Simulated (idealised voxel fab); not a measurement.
process module | voxel tone inversion
It is cross-section cut that appears here, measuring 180 nm in width, its square cells being 5 nm in size.
Each cross-section below is a grid of square cells, stated as bands in top-down order, with one or more rows of cells making up each band.
Quick guide to a band line: top height, bottom height (nm) up front; then every material left to right with its width in nm. Only one material and it's marked "throughout"? Then it fills the band edge to edge. And "air" just means empty space.
Basically, 0 is our baseline, since under it the wafer straight out of the box is all one material. The bottom band has no lower end and keeps on going down, so it looks like "z 0 and below".
Quick explanation for "30..40": the width changes in equal steps down the rows of cells, from the first number in the band's top row to the second number in its bottom row.
Any step labelled "stayed the same" changed none of the cells in the cross-section.
Basically, "Sealed voids" tells you about the enclosed voids: empty spaces with no open way to the top, 8 cells or bigger, each written width x height at distance, where distance is from the left edge, all in nm.
The remark found on a step's line after its settings is issued by the simulator itself and pertains to that step.
If you see "overlay nm" on a step's line and that step has a mask, it's telling you how far right of where it was planned the mask ended up; a negative number means it went left instead.

Intended process steps
step 1: RECEIVE: material Si
step 2: CONFORMAL_DEP: material SiN, thk nm 5
step 3: DIRECTIONAL_DEP: material aC, thk nm 15
step 4: PATTERN: tone cover, mask id POSTS, material resist, width nm 20, pitch nm 35, thk nm 25, overlay nm 0
step 5: DIRECTIONAL_ETCH: etch materials aC, depth nm 15
step 6: STRIP: etch materials resist
step 7: FILL_DEP: material SiO2, thk nm 5
step 8: CMP: height nm 20
step 9: STRIP: etch materials aC

As-received wafer cross-section (after step 1)
	z 0 and below: Si throughout
	Sealed voids: none

First wafer at the end, as planned
	z 20 to 5: 45 nm SiO2; 20 nm air; 15 nm SiO2; 20 nm air; 15 nm SiO2; 20 nm air; 45 nm SiO2
	z 5 to 0: SiN throughout
	z 0 and below: Si throughout
	Sealed voids: none

Here is the second of the two wafers cut open at the end of the module - same start, same plan as the first one, but we made one mistake running it
	z 20 to 5: 45 nm air; 20 nm aC; 15 nm air; 20 nm aC; 15 nm air; 20 nm aC; 45 nm air
	z 5 to 0: SiN throughout
	z 0 and below: Si throughout
	Sealed voids: none
What was the processing mistake? it should be noted that step 9 was executed with settings other than those planned, the operation and settings actually applied being STRIP: etch materials SiO2
Final difference in cells, second wafer against first, listed per material as more or fewer: -72 SiO2; +36 aC
